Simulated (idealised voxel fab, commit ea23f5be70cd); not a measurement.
Process module under the name voxel wiring stack
The figure presents cross-section cut, which has a width of 225 nm and is divided into square cells with an edge length of 5 nm.
If you're reading a cross-section in this doc, picture square cells in a grid; it comes to you as bands, top ones listed first down to the bottom, and a band can be one or more rows of cells.
Quick guide to a band line: top height, bottom height (nm) up front; then every material left to right with its width in nm. Only one material and it's marked "all across"? Then it fills the band edge to edge. And "air" just means empty space.
Height 0 is the level under which the wafer as received is all one material. The lowest band goes on downwards, as in "0..down".
Width: "30->40" (first number = top row, second number = bottom row, same change from row to row of cells).
"no modification" after a step means that no cell of the cross-section changed.
Voids not open to the top, 8 cells minimum: see "Closed internal cavities". Written width x height at distance; distance is from the left edge; nm.
Where a step's line continues beyond its settings, the continuation is a remark by the simulator itself on that step.
If you see "overlay nm" on a step's line and that step has a mask, it's telling you how far right of where it was planned the mask ended up; a negative number means it went left instead.

# The process steps that were planned are listed below
1: RECEIVE: material Si
2: CONFORMAL_DEP: material SiO2, thk nm 10
3: CONFORMAL_DEP: material SiCN, thk nm 5
4: DIRECTIONAL_DEP: material SiO2, thk nm 15
5: DIRECTIONAL_DEP: material aC, thk nm 15
6: PATTERN: tone open, mask id METAL_1, material resist, width nm 25, pitch nm 50, thk nm 30, overlay nm 0
7: DIRECTIONAL_ETCH: etch materials aC, depth nm 15
8: STRIP: etch materials resist
9: DIRECTIONAL_ETCH: etch materials SiO2, depth nm 15
10: DIRECTIONAL_ETCH: etch materials SiCN, depth nm 5
11: STRIP: etch materials aC
12: CONFORMAL_DEP: material TiN, thk nm 5
13: FILL_DEP: material Cu, thk nm 10
14: CMP: height nm 30
15: CONFORMAL_DEP: material SiCN, thk nm 5
16: DIRECTIONAL_DEP: material lowk, thk nm 15
17: MASKED_ETCH: tone open, mask id PLUG_1, width nm 15, pitch nm 50, etch materials lowk, depth nm 15, overlay nm 0
18: MASKED_ETCH: tone open, mask id PLUG_1, width nm 15, pitch nm 50, etch materials SiCN, depth nm 5, overlay nm 0
19: CONFORMAL_DEP: material TiN, thk nm 5
20: FILL_DEP: material Ru, thk nm 10
21: CMP: height nm 50
22: DIRECTIONAL_DEP: material TiN, thk nm 5
23: DIRECTIONAL_DEP: material W, thk nm 15
24: PATTERN: tone cover, mask id METAL_2, material resist, width nm 25, pitch nm 50, thk nm 20, overlay nm 0
25: DIRECTIONAL_ETCH: etch materials W, depth nm 15
26: DIRECTIONAL_ETCH: etch materials TiN, depth nm 5
27: STRIP: etch materials resist
28: CONFORMAL_DEP: material SiN, thk nm 5
29: FILL_DEP: material lowk, thk nm 5
30: CMP: height nm 70
31: CONFORMAL_DEP: material SiCN, thk nm 5

# first wafer, as planned

# As-received wafer cross-section (after step 1)
0..down  Si all across
Closed internal cavities: none

# Sectional view: wafer, after step 2
10..0  SiO2 all across
No changes below 0.

# Sectional view: wafer, after step 3
15..10  SiCN all across
No changes below 10.

# Sectional view: wafer, after step 4
30..15  SiO2 all across
No changes below 15.

# Sectional view: wafer, after step 5
45..30  aC all across
No changes below 30.

# Sectional view: wafer, after step 6
75..45  75 nm resist, then 25 nm air, then 25 nm resist, then 25 nm air, then 75 nm resist
No changes below 45.

# Sectional view: wafer, after step 7
60..45  75 nm resist, then 25 nm air, then 25 nm resist, then 25 nm air, then 75 nm resist
45..30  75 nm aC, then 25 nm air, then 25 nm aC, then 25 nm air, then 75 nm aC
No changes below 30.

# Sectional view: wafer, after step 8
45..30  75 nm aC, then 25 nm air, then 25 nm aC, then 25 nm air, then 75 nm aC
No changes below 30.

# Sectional view: wafer, after step 9
45..30  75 nm aC, then 25 nm air, then 25 nm aC, then 25 nm air, then 75 nm aC
30..15  75 nm SiO2, then 25 nm air, then 25 nm SiO2, then 25 nm air, then 75 nm SiO2
No changes below 15.

# Sectional view: wafer, after step 10
45..30  75 nm aC, then 25 nm air, then 25 nm aC, then 25 nm air, then 75 nm aC
30..15  75 nm SiO2, then 25 nm air, then 25 nm SiO2, then 25 nm air, then 75 nm SiO2
15..10  75 nm SiCN, then 25 nm air, then 25 nm SiCN, then 25 nm air, then 75 nm SiCN
No changes below 10.

# Sectional view: wafer, after step 11
30..15  75 nm SiO2, then 25 nm air, then 25 nm SiO2, then 25 nm air, then 75 nm SiO2
No changes below 15.

# Sectional view: wafer, after step 12
35..30  80 nm TiN, then 15 nm air, then 35 nm TiN, then 15 nm air, then 80 nm TiN
30..15  75 nm SiO2, then 5 nm TiN, then 15 nm air, then 5 nm TiN, then 25 nm SiO2, then 5 nm TiN, then 15 nm air, then 5 nm TiN, then 75 nm SiO2
15..10  75 nm SiCN, then 25 nm TiN, then 25 nm SiCN, then 25 nm TiN, then 75 nm SiCN
No changes below 10.

# Sectional view: wafer, after step 13
45..35  Cu all across
35..30  80 nm TiN, then 15 nm Cu, then 35 nm TiN, then 15 nm Cu, then 80 nm TiN
30..15  75 nm SiO2, then 5 nm TiN, then 15 nm Cu, then 5 nm TiN, then 25 nm SiO2, then 5 nm TiN, then 15 nm Cu, then 5 nm TiN, then 75 nm SiO2
No changes below 15.

# Sectional view: wafer, after step 14
30..15  75 nm SiO2, then 5 nm TiN, then 15 nm Cu, then 5 nm TiN, then 25 nm SiO2, then 5 nm TiN, then 15 nm Cu, then 5 nm TiN, then 75 nm SiO2
No changes below 15.

# Sectional view: wafer, after step 15
35..30  SiCN all across
No changes below 30.

# Sectional view: wafer, after step 16
50..35  lowk all across
No changes below 35.

# Sectional view: wafer, after step 17
50..35  75 nm lowk, then 15 nm air, then 35 nm lowk, then 15 nm air, then 85 nm lowk
No changes below 35.

# Sectional view: wafer, after step 18
50..35  75 nm lowk, then 15 nm air, then 35 nm lowk, then 15 nm air, then 85 nm lowk
35..30  75 nm SiCN, then 15 nm air, then 35 nm SiCN, then 15 nm air, then 85 nm SiCN
No changes below 30.

# Sectional view: wafer, after step 19
55..50  80 nm TiN, then 5 nm air, then 45 nm TiN, then 5 nm air, then 90 nm TiN
50..35  75 nm lowk, then 5 nm TiN, then 5 nm air, then 5 nm TiN, then 35 nm lowk, then 5 nm TiN, then 5 nm air, then 5 nm TiN, then 85 nm lowk
35..30  75 nm SiCN, then 15 nm TiN, then 35 nm SiCN, then 15 nm TiN, then 85 nm SiCN
No changes below 30.

# Sectional view: wafer, after step 20
65..55  Ru all across
55..50  80 nm TiN, then 5 nm Ru, then 45 nm TiN, then 5 nm Ru, then 90 nm TiN
50..35  75 nm lowk, then 5 nm TiN, then 5 nm Ru, then 5 nm TiN, then 35 nm lowk, then 5 nm TiN, then 5 nm Ru, then 5 nm TiN, then 85 nm lowk
No changes below 35.

# Sectional view: wafer, after step 21
50..35  75 nm lowk, then 5 nm TiN, then 5 nm Ru, then 5 nm TiN, then 35 nm lowk, then 5 nm TiN, then 5 nm Ru, then 5 nm TiN, then 85 nm lowk
No changes below 35.

# Sectional view: wafer, after step 22
55..50  TiN all across
No changes below 50.

# Sectional view: wafer, after step 23
70..55  W all across
No changes below 55.

# Sectional view: wafer, after step 24
90..70  75 nm air, then 25 nm resist, then 25 nm air, then 25 nm resist, then 75 nm air
No changes below 70.

# Sectional view: wafer, after step 25
90..70  75 nm air, then 25 nm resist, then 25 nm air, then 25 nm resist, then 75 nm air
70..55  75 nm air, then 25 nm W, then 25 nm air, then 25 nm W, then 75 nm air
No changes below 55.

# Sectional view: wafer, after step 26
90..70  75 nm air, then 25 nm resist, then 25 nm air, then 25 nm resist, then 75 nm air
70..55  75 nm air, then 25 nm W, then 25 nm air, then 25 nm W, then 75 nm air
55..50  75 nm air, then 25 nm TiN, then 25 nm air, then 25 nm TiN, then 75 nm air
No changes below 50.

# Sectional view: wafer, after step 27
70..55  75 nm air, then 25 nm W, then 25 nm air, then 25 nm W, then 75 nm air
No changes below 55.

# Sectional view: wafer, after step 28
75..70  70 nm air, then 35 nm SiN, then 15 nm air, then 35 nm SiN, then 70 nm air
70..55  70 nm air, then 5 nm SiN, then 25 nm W, then 5 nm SiN, then 15 nm air, then 5 nm SiN, then 25 nm W, then 5 nm SiN, then 70 nm air
55..50  75 nm SiN, then 25 nm TiN, then 25 nm SiN, then 25 nm TiN, then 75 nm SiN
No changes below 50.

# Sectional view: wafer, after step 29
80..75  lowk all across
75..70  70 nm lowk, then 35 nm SiN, then 15 nm lowk, then 35 nm SiN, then 70 nm lowk
70..55  70 nm lowk, then 5 nm SiN, then 25 nm W, then 5 nm SiN, then 15 nm lowk, then 5 nm SiN, then 25 nm W, then 5 nm SiN, then 70 nm lowk
No changes below 55.

# Sectional view: wafer, after step 30
70..55  70 nm lowk, then 5 nm SiN, then 25 nm W, then 5 nm SiN, then 15 nm lowk, then 5 nm SiN, then 25 nm W, then 5 nm SiN, then 70 nm lowk
No changes below 55.

# Sectional view: wafer, after step 31
75..70  SiCN all across
No changes below 70.

# Wafer two of the pair: same origin, same plan, one error during the run; identical to wafer one up to and including step 5

# Cross-section of the second wafer at the time step 6 of the plan should have ended
75..45  75 nm resist, then 30 nm air, then 20 nm resist, then 30 nm air, then 70 nm resist
No changes below 45.

# Cross-section of the second wafer at the time step 7 of the plan should have ended
60..45  75 nm resist, then 30 nm air, then 20 nm resist, then 30 nm air, then 70 nm resist
45..30  75 nm aC, then 30 nm air, then 20 nm aC, then 30 nm air, then 70 nm aC
No changes below 30.

# Cross-section of the second wafer at the time step 8 of the plan should have ended
45..30  75 nm aC, then 30 nm air, then 20 nm aC, then 30 nm air, then 70 nm aC
No changes below 30.

# Cross-section of the second wafer at the time step 9 of the plan should have ended
45..30  75 nm aC, then 30 nm air, then 20 nm aC, then 30 nm air, then 70 nm aC
30..15  75 nm SiO2, then 30 nm air, then 20 nm SiO2, then 30 nm air, then 70 nm SiO2
No changes below 15.

# Cross-section of the second wafer at the time step 10 of the plan should have ended
45..30  75 nm aC, then 30 nm air, then 20 nm aC, then 30 nm air, then 70 nm aC
30..15  75 nm SiO2, then 30 nm air, then 20 nm SiO2, then 30 nm air, then 70 nm SiO2
15..10  75 nm SiCN, then 30 nm air, then 20 nm SiCN, then 30 nm air, then 70 nm SiCN
No changes below 10.

# Cross-section of the second wafer at the time step 11 of the plan should have ended
30..15  75 nm SiO2, then 30 nm air, then 20 nm SiO2, then 30 nm air, then 70 nm SiO2
No changes below 15.

# Cross-section of the second wafer at the time step 12 of the plan should have ended
35..30  80 nm TiN, then 20 nm air, then 30 nm TiN, then 20 nm air, then 75 nm TiN
30..15  75 nm SiO2, then 5 nm TiN, then 20 nm air, then 5 nm TiN, then 20 nm SiO2, then 5 nm TiN, then 20 nm air, then 5 nm TiN, then 70 nm SiO2
15..10  75 nm SiCN, then 30 nm TiN, then 20 nm SiCN, then 30 nm TiN, then 70 nm SiCN
No changes below 10.

# Cross-section of the second wafer at the time step 13 of the plan should have ended
45..35  Cu all across
35..30  80 nm TiN, then 20 nm Cu, then 30 nm TiN, then 20 nm Cu, then 75 nm TiN
30..15  75 nm SiO2, then 5 nm TiN, then 20 nm Cu, then 5 nm TiN, then 20 nm SiO2, then 5 nm TiN, then 20 nm Cu, then 5 nm TiN, then 70 nm SiO2
No changes below 15.

# Cross-section of the second wafer at the time step 14 of the plan should have ended
30..15  75 nm SiO2, then 5 nm TiN, then 20 nm Cu, then 5 nm TiN, then 20 nm SiO2, then 5 nm TiN, then 20 nm Cu, then 5 nm TiN, then 70 nm SiO2
No changes below 15.

# Cross-section of the second wafer at the time step 15 of the plan should have ended
35..30  SiCN all across
No changes below 30.

# Cross-section of the second wafer at the time step 16 of the plan should have ended
50..35  lowk all across
No changes below 35.

# Cross-section of the second wafer at the time step 17 of the plan should have ended
50..35  75 nm lowk, then 15 nm air, then 35 nm lowk, then 15 nm air, then 85 nm lowk
No changes below 35.

# Cross-section of the second wafer at the time step 18 of the plan should have ended
50..35  75 nm lowk, then 15 nm air, then 35 nm lowk, then 15 nm air, then 85 nm lowk
35..30  75 nm SiCN, then 15 nm air, then 35 nm SiCN, then 15 nm air, then 85 nm SiCN
No changes below 30.

# Cross-section of the second wafer at the time step 19 of the plan should have ended
55..50  80 nm TiN, then 5 nm air, then 45 nm TiN, then 5 nm air, then 90 nm TiN
50..35  75 nm lowk, then 5 nm TiN, then 5 nm air, then 5 nm TiN, then 35 nm lowk, then 5 nm TiN, then 5 nm air, then 5 nm TiN, then 85 nm lowk
35..30  75 nm SiCN, then 15 nm TiN, then 35 nm SiCN, then 15 nm TiN, then 85 nm SiCN
No changes below 30.

# Cross-section of the second wafer at the time step 20 of the plan should have ended
65..55  Ru all across
55..50  80 nm TiN, then 5 nm Ru, then 45 nm TiN, then 5 nm Ru, then 90 nm TiN
50..35  75 nm lowk, then 5 nm TiN, then 5 nm Ru, then 5 nm TiN, then 35 nm lowk, then 5 nm TiN, then 5 nm Ru, then 5 nm TiN, then 85 nm lowk
No changes below 35.

# Cross-section of the second wafer at the time step 21 of the plan should have ended
50..35  75 nm lowk, then 5 nm TiN, then 5 nm Ru, then 5 nm TiN, then 35 nm lowk, then 5 nm TiN, then 5 nm Ru, then 5 nm TiN, then 85 nm lowk
No changes below 35.

# Cross-section of the second wafer at the time step 22 of the plan should have ended
55..50  TiN all across
No changes below 50.

# Cross-section of the second wafer at the time step 23 of the plan should have ended
70..55  W all across
No changes below 55.

# Cross-section of the second wafer at the time step 24 of the plan should have ended
90..70  75 nm air, then 25 nm resist, then 25 nm air, then 25 nm resist, then 75 nm air
No changes below 70.

# Cross-section of the second wafer at the time step 25 of the plan should have ended
90..70  75 nm air, then 25 nm resist, then 25 nm air, then 25 nm resist, then 75 nm air
70..55  75 nm air, then 25 nm W, then 25 nm air, then 25 nm W, then 75 nm air
No changes below 55.

# Cross-section of the second wafer at the time step 26 of the plan should have ended
90..70  75 nm air, then 25 nm resist, then 25 nm air, then 25 nm resist, then 75 nm air
70..55  75 nm air, then 25 nm W, then 25 nm air, then 25 nm W, then 75 nm air
55..50  75 nm air, then 25 nm TiN, then 25 nm air, then 25 nm TiN, then 75 nm air
No changes below 50.

# Cross-section of the second wafer at the time step 27 of the plan should have ended
70..55  75 nm air, then 25 nm W, then 25 nm air, then 25 nm W, then 75 nm air
No changes below 55.

# Cross-section of the second wafer at the time step 28 of the plan should have ended
75..70  70 nm air, then 35 nm SiN, then 15 nm air, then 35 nm SiN, then 70 nm air
70..55  70 nm air, then 5 nm SiN, then 25 nm W, then 5 nm SiN, then 15 nm air, then 5 nm SiN, then 25 nm W, then 5 nm SiN, then 70 nm air
55..50  75 nm SiN, then 25 nm TiN, then 25 nm SiN, then 25 nm TiN, then 75 nm SiN
No changes below 50.

# Cross-section of the second wafer at the time step 29 of the plan should have ended
80..75  lowk all across
75..70  70 nm lowk, then 35 nm SiN, then 15 nm lowk, then 35 nm SiN, then 70 nm lowk
70..55  70 nm lowk, then 5 nm SiN, then 25 nm W, then 5 nm SiN, then 15 nm lowk, then 5 nm SiN, then 25 nm W, then 5 nm SiN, then 70 nm lowk
No changes below 55.

# Cross-section of the second wafer at the time step 30 of the plan should have ended
70..55  70 nm lowk, then 5 nm SiN, then 25 nm W, then 5 nm SiN, then 15 nm lowk, then 5 nm SiN, then 25 nm W, then 5 nm SiN, then 70 nm lowk
No changes below 55.

# Cross-section of the second wafer at the time step 31 of the plan should have ended
75..70  SiCN all across
No changes below 70.
The mistake made against the process plan was this: step 6: run off-plan, actual operation and settings PATTERN: tone open, mask id METAL_1, material resist, width nm 30, pitch nm 50, thk nm 30, overlay nm 0
Final cells, second wafer relative to first, materials higher or lower: Cu: 6 more, SiCN: 2 fewer, SiO2: 6 fewer, TiN: 2 more
